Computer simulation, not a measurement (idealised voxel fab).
Name of the process module below: voxel ribs on slabs
Cross-section cut: width 150 nm, square cells of 5 nm.
A cross-section is written here as square cells arranged in a grid, and it is given in bands from the top down, each band taking up one or more rows of cells.
The entry gives the band's vertical extent as a top height and a bottom height in nm, then its horizontal make-up as materials from left to right, each with a width in nm. "air" stands for empty space; a single material marked "throughout" fills the band edge to edge.
For the purposes of this specification, 0 denotes the height below which the wafer in its as-received condition is composed wholly of one material, and the lowermost band, lacking a lower limit, extends downward without end, as expressed in "0 and below".
A two-number width, for instance "30 to 40", indicates that the width is equal to the first number in the top row of the band and to the second number in the bottom row, and that it changes by a constant amount per row of cells.
Where a step carries "nothing changed", the cross-section came out of it unchanged, cell for cell.
"Voids, fully enclosed" means: voids of 8 cells or more that are shut off from the top with no open way through. Written width x height at distance, distance from the left edge, in nm.
On each step's line, the part that comes after the settings is the simulator's own comment on the step.
A step line may carry the setting "overlay nm", which, for steps involving a mask, states the distance by which the mask lay to the right of its intended position; negative values denote displacement to the left.

### The planned process steps are enumerated hereunder
| 1 | op RECEIVE | material Si |
| 2 | op DIRECTIONAL_DEP | material SiO2 | thk nm 25 |
| 3 | op DIRECTIONAL_DEP | material polySi | thk nm 15 |
| 4 | op DIRECTIONAL_DEP | material aC | thk nm 15 |
| 5 | op PATTERN | tone cover | mask id RIB | material resist | width nm 20 | thk nm 30 | overlay nm 0 |
| 6 | op DIRECTIONAL_ETCH | etch materials aC | depth nm 15 |
| 7 | op STRIP | etch materials resist |
| 8 | op DIRECTIONAL_ETCH | etch materials polySi | depth nm 5 |
| 9 | op STRIP | etch materials aC |
| 10 | op MASKED_ETCH | tone cover | mask id SLAB | width nm 70 | etch materials polySi | depth nm 10 | overlay nm 0 |
| 11 | op FILL_DEP | material SiO2 | thk nm 30 |
| 12 | op CMP | height nm 60 |
| 13 | op DIRECTIONAL_DEP | material TiN | thk nm 10 |
| 14 | op PATTERN | tone cover | mask id HEATER | material resist | width nm 30 | thk nm 15 | overlay nm 0 |
| 15 | op DIRECTIONAL_ETCH | etch materials TiN | depth nm 10 |
| 16 | op STRIP | etch materials resist |
| 17 | op CONFORMAL_DEP | material SiO2 | thk nm 10 |

### As-received wafer cross-section (after step 1)
* 0 and below: Si throughout
* Voids, fully enclosed: none

### Look at the cross-section after the module: the wafer started out the way shown above and the plan was the one shown above, yet one mistake was made along the way
* 80 down to 70: 50 air, 50 SiO2, 50 air
* 70 down to 60: 60 SiO2, 30 TiN, 60 SiO2
* 60 down to 40: SiO2 throughout
* 40 down to 35: 65 SiO2, 20 polySi, 65 SiO2
* 35 down to 25: 40 SiO2, 70 polySi, 40 SiO2
* 25 down to 0: aC throughout
* 0 and below: Si throughout
* Voids, fully enclosed: none
Against the plan, the run slipped here: step 2 was processed under conditions differing from the plan, specifically as op DIRECTIONAL_DEP | material aC | thk nm 25
